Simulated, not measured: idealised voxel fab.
The process module presented herein is designated voxel self aligned vias.
Pictured: cross-section cut, 280 nm wide, on a grid of 5 nm square cells.
Square cells in a grid make up a cross-section in this document, and the grid is given as bands, listed from the top down, each one or more rows of cells. The band entry comprises the height of the band's top followed by the height of its bottom, expressed in nm, and subsequently the band's materials from left to right, each stated together with its width in nm. Where a single material is marked with the word "full width", that material fills the band from edge to edge. The word "empty" represents empty space. Zero point of the height axis is 0; under it, received wafer = one material. Lowest band: continues down indefinitely, "0 down". Note: "30..40" means the width goes from the first number (top row of the band) to the second number (bottom row) in equal steps per row of cells. "changes: none" means the step left every cell of the cross-section as it was. Entry "Completely sealed voids". Content: empty spaces with no open connection to the top, size 8 cells or greater. Each: width x height at distance. Distance: from left edge. Unit: nm. Read whatever lies past the settings on a step's line as the simulator's own remark about the step. "overlay nm", when on a step's line for a step with a mask, measures how far to the right of its planned place the mask lay; a negative measure means to the left.

List of planned process steps
1: RECEIVE [material Si]
2: CONFORMAL_DEP [material SiO2] [thk nm 10]
3: CONFORMAL_DEP [material SiCN] [thk nm 5]
4: DIRECTIONAL_DEP [material lowk] [thk nm 25]
5: MASKED_ETCH [tone open] [mask id LINES] [width nm 20] [pitch nm 50] [etch materials lowk] [depth nm 25] [overlay nm 0]
6: CONFORMAL_DEP [material TiN] [thk nm 5]
7: FILL_DEP [material Ru] [thk nm 10]
8: CMP [height nm 40]
9: SELECTIVE_ETCH [etch materials W Ru TiN] [depth nm 5]
10: FILL_DEP [material SiN] [thk nm 5]
11: CMP [height nm 40]
12: DIRECTIONAL_DEP [material lowk] [thk nm 20]
13: DIRECTIONAL_DEP [material aC] [thk nm 15]
14: PATTERN [tone open] [mask id VIAS] [material resist] [width nm 30] [pitch nm 100] [thk nm 30] [overlay nm 0]
15: DIRECTIONAL_ETCH [etch materials aC] [depth nm 15]
16: STRIP [etch materials resist]
17: DIRECTIONAL_ETCH [etch materials lowk] [depth nm 20]
18: DIRECTIONAL_ETCH [etch materials SiN] [depth nm 5]
19: STRIP [etch materials aC]
20: CONFORMAL_DEP [material TiN] [thk nm 5]
21: FILL_DEP [material Ru] [thk nm 5]
22: CMP [height nm 60]
23: CONFORMAL_DEP [material SiN] [thk nm 5]

Below: the first of two wafers, run as planned

Delivered wafer in cross-section: state after step 1
- 0 down: Si full width
- Completely sealed voids: none

Wafer section view after processing step 2
- 10 to 0: SiO2 full width
- Below 0, the layers are the same as they were.

Wafer section view after processing step 3
- 15 to 10: SiCN full width
- Below 10, the layers are the same as they were.

Wafer section view after processing step 4
- 40 to 15: lowk full width
- Below 15, the layers are the same as they were.

Wafer section view after processing step 5
- 40 to 15: lowk (80) | empty (20) | lowk (30) | empty (20) | lowk (30) | empty (20) | lowk (80)
- Below 15, the layers are the same as they were.

Wafer section view after processing step 6
- 45 to 40: TiN (85) | empty (10) | TiN (40) | empty (10) | TiN (40) | empty (10) | TiN (85)
- 40 to 20: lowk (80) | TiN (5) | empty (10) | TiN (5) | lowk (30) | TiN (5) | empty (10) | TiN (5) | lowk (30) | TiN (5) | empty (10) | TiN (5) | lowk (80)
- 20 to 15: lowk (80) | TiN (20) | lowk (30) | TiN (20) | lowk (30) | TiN (20) | lowk (80)
- Below 15, the layers are the same as they were.

Wafer section view after processing step 7
- 55 to 45: Ru full width
- 45 to 40: TiN (85) | Ru (10) | TiN (40) | Ru (10) | TiN (40) | Ru (10) | TiN (85)
- 40 to 20: lowk (80) | TiN (5) | Ru (10) | TiN (5) | lowk (30) | TiN (5) | Ru (10) | TiN (5) | lowk (30) | TiN (5) | Ru (10) | TiN (5) | lowk (80)
- Below 20, the layers are the same as they were.

Wafer section view after processing step 8
- 40 to 20: lowk (80) | TiN (5) | Ru (10) | TiN (5) | lowk (30) | TiN (5) | Ru (10) | TiN (5) | lowk (30) | TiN (5) | Ru (10) | TiN (5) | lowk (80)
- Below 20, the layers are the same as they were.

Wafer section view after processing step 9
- 40 to 35: lowk (80) | empty (20) | lowk (30) | empty (20) | lowk (30) | empty (20) | lowk (80)
- Below 35, the layers are the same as they were.

Wafer section view after processing step 10
- 45 to 40: SiN full width
- 40 to 35: lowk (80) | SiN (20) | lowk (30) | SiN (20) | lowk (30) | SiN (20) | lowk (80)
- Below 35, the layers are the same as they were.

Wafer section view after processing step 11
- 40 to 35: lowk (80) | SiN (20) | lowk (30) | SiN (20) | lowk (30) | SiN (20) | lowk (80)
- Below 35, the layers are the same as they were.

Wafer section view after processing step 12
- 60 to 40: lowk full width
- Below 40, the layers are the same as they were.

Wafer section view after processing step 13
- 75 to 60: aC full width
- Below 60, the layers are the same as they were.

Wafer section view after processing step 14
- 105 to 75: resist (75) | empty (30) | resist (70) | empty (30) | resist (75)
- Below 75, the layers are the same as they were.

Wafer section view after processing step 15
- 90 to 75: resist (75) | empty (30) | resist (70) | empty (30) | resist (75)
- 75 to 60: aC (75) | empty (30) | aC (70) | empty (30) | aC (75)
- Below 60, the layers are the same as they were.

Wafer section view after processing step 16
- 75 to 60: aC (75) | empty (30) | aC (70) | empty (30) | aC (75)
- Below 60, the layers are the same as they were.

Wafer section view after processing step 17
- 75 to 60: aC (75) | empty (30) | aC (70) | empty (30) | aC (75)
- 60 to 40: lowk (75) | empty (30) | lowk (70) | empty (30) | lowk (75)
- Below 40, the layers are the same as they were.

Wafer section view after processing step 18
- 75 to 60: aC (75) | empty (30) | aC (70) | empty (30) | aC (75)
- 60 to 40: lowk (75) | empty (30) | lowk (70) | empty (30) | lowk (75)
- 40 to 35: lowk (80) | empty (20) | lowk (30) | SiN (20) | lowk (30) | empty (20) | lowk (80)
- Below 35, the layers are the same as they were.

Wafer section view after processing step 19
- 60 to 40: lowk (75) | empty (30) | lowk (70) | empty (30) | lowk (75)
- Below 40, the layers are the same as they were.

Wafer section view after processing step 20
- 65 to 60: TiN (80) | empty (20) | TiN (80) | empty (20) | TiN (80)
- 60 to 45: lowk (75) | TiN (5) | empty (20) | TiN (5) | lowk (70) | TiN (5) | empty (20) | TiN (5) | lowk (75)
- 45 to 40: lowk (75) | TiN (10) | empty (10) | TiN (10) | lowk (70) | TiN (10) | empty (10) | TiN (10) | lowk (75)
- 40 to 35: lowk (80) | TiN (20) | lowk (30) | SiN (20) | lowk (30) | TiN (20) | lowk (80)
- Below 35, the layers are the same as they were.

Wafer section view after processing step 21
- 70 to 65: Ru full width
- 65 to 60: TiN (80) | Ru (20) | TiN (80) | Ru (20) | TiN (80)
- 60 to 45: lowk (75) | TiN (5) | Ru (20) | TiN (5) | lowk (70) | TiN (5) | Ru (20) | TiN (5) | lowk (75)
- 45 to 40: lowk (75) | TiN (10) | Ru (10) | TiN (10) | lowk (70) | TiN (10) | Ru (10) | TiN (10) | lowk (75)
- Below 40, the layers are the same as they were.

Wafer section view after processing step 22
- 60 to 45: lowk (75) | TiN (5) | Ru (20) | TiN (5) | lowk (70) | TiN (5) | Ru (20) | TiN (5) | lowk (75)
- Below 45, the layers are the same as they were.

Wafer section view after processing step 23
- 65 to 60: SiN full width
- Below 60, the layers are the same as they were.

Wafer two of two - same starting point, same process plan, one mistake in execution; matches wafer one up to and including step 11

Cross-section: second wafer, time at which step 12 was scheduled to end
- 50 to 40: lowk full width
- Below 40, the layers are the same as they were.

Cross-section: second wafer, time at which step 13 was scheduled to end
- 65 to 50: aC full width
- Below 50, the layers are the same as they were.

Cross-section: second wafer, time at which step 14 was scheduled to end
- 95 to 65: resist (75) | empty (30) | resist (70) | empty (30) | resist (75)
- Below 65, the layers are the same as they were.

Cross-section: second wafer, time at which step 15 was scheduled to end
- 80 to 65: resist (75) | empty (30) | resist (70) | empty (30) | resist (75)
- 65 to 50: aC (75) | empty (30) | aC (70) | empty (30) | aC (75)
- Below 50, the layers are the same as they were.

Cross-section: second wafer, time at which step 16 was scheduled to end
- 65 to 50: aC (75) | empty (30) | aC (70) | empty (30) | aC (75)
- Below 50, the layers are the same as they were.

Cross-section: second wafer, time at which step 17 was scheduled to end
- 65 to 50: aC (75) | empty (30) | aC (70) | empty (30) | aC (75)
- 50 to 40: lowk (75) | empty (30) | lowk (70) | empty (30) | lowk (75)
- 40 to 35: lowk (75) | empty (5) | SiN (20) | empty (5) | lowk (25) | SiN (20) | lowk (25) | empty (5) | SiN (20) | empty (5) | lowk (75)
- 35 to 30: lowk (75) | empty (5) | TiN (5) | Ru (10) | TiN (5) | empty (5) | lowk (25) | TiN (5) | Ru (10) | TiN (5) | lowk (25) | empty (5) | TiN (5) | Ru (10) | TiN (5) | empty (5) | lowk (75)
- Below 30, the layers are the same as they were.

Cross-section: second wafer, time at which step 18 was scheduled to end
- 65 to 50: aC (75) | empty (30) | aC (70) | empty (30) | aC (75)
- 50 to 40: lowk (75) | empty (30) | lowk (70) | empty (30) | lowk (75)
- 40 to 35: lowk (75) | empty (30) | lowk (25) | SiN (20) | lowk (25) | empty (30) | lowk (75)
- Below 35, the layers are the same as they were.

Cross-section: second wafer, time at which step 19 was scheduled to end
- 50 to 40: lowk (75) | empty (30) | lowk (70) | empty (30) | lowk (75)
- Below 40, the layers are the same as they were.

Cross-section: second wafer, time at which step 20 was scheduled to end
- 55 to 50: TiN (80) | empty (20) | TiN (80) | empty (20) | TiN (80)
- 50 to 40: lowk (75) | TiN (5) | empty (20) | TiN (5) | lowk (70) | TiN (5) | empty (20) | TiN (5) | lowk (75)
- 40 to 35: lowk (75) | TiN (30) | lowk (25) | SiN (20) | lowk (25) | TiN (30) | lowk (75)
- 35 to 30: lowk (75) | TiN (10) | Ru (10) | TiN (10) | lowk (25) | TiN (5) | Ru (10) | TiN (5) | lowk (25) | TiN (10) | Ru (10) | TiN (10) | lowk (75)
- Below 30, the layers are the same as they were.

Cross-section: second wafer, time at which step 21 was scheduled to end
- 60 to 55: Ru full width
- 55 to 50: TiN (80) | Ru (20) | TiN (80) | Ru (20) | TiN (80)
- 50 to 40: lowk (75) | TiN (5) | Ru (20) | TiN (5) | lowk (70) | TiN (5) | Ru (20) | TiN (5) | lowk (75)
- Below 40, the layers are the same as they were.

Cross-section: second wafer, time at which step 22 was scheduled to end: changes: none

Cross-section: second wafer, time at which step 23 was scheduled to end
- 65 to 60: SiN full width
- Below 60, the layers are the same as they were.
Diagnosis: step 12 changed vs plan, executed as DIRECTIONAL_DEP [material lowk] [thk nm 10]
Final cells, second wafer relative to first, materials higher or lower: Ru +52; TiN +44; lowk -96
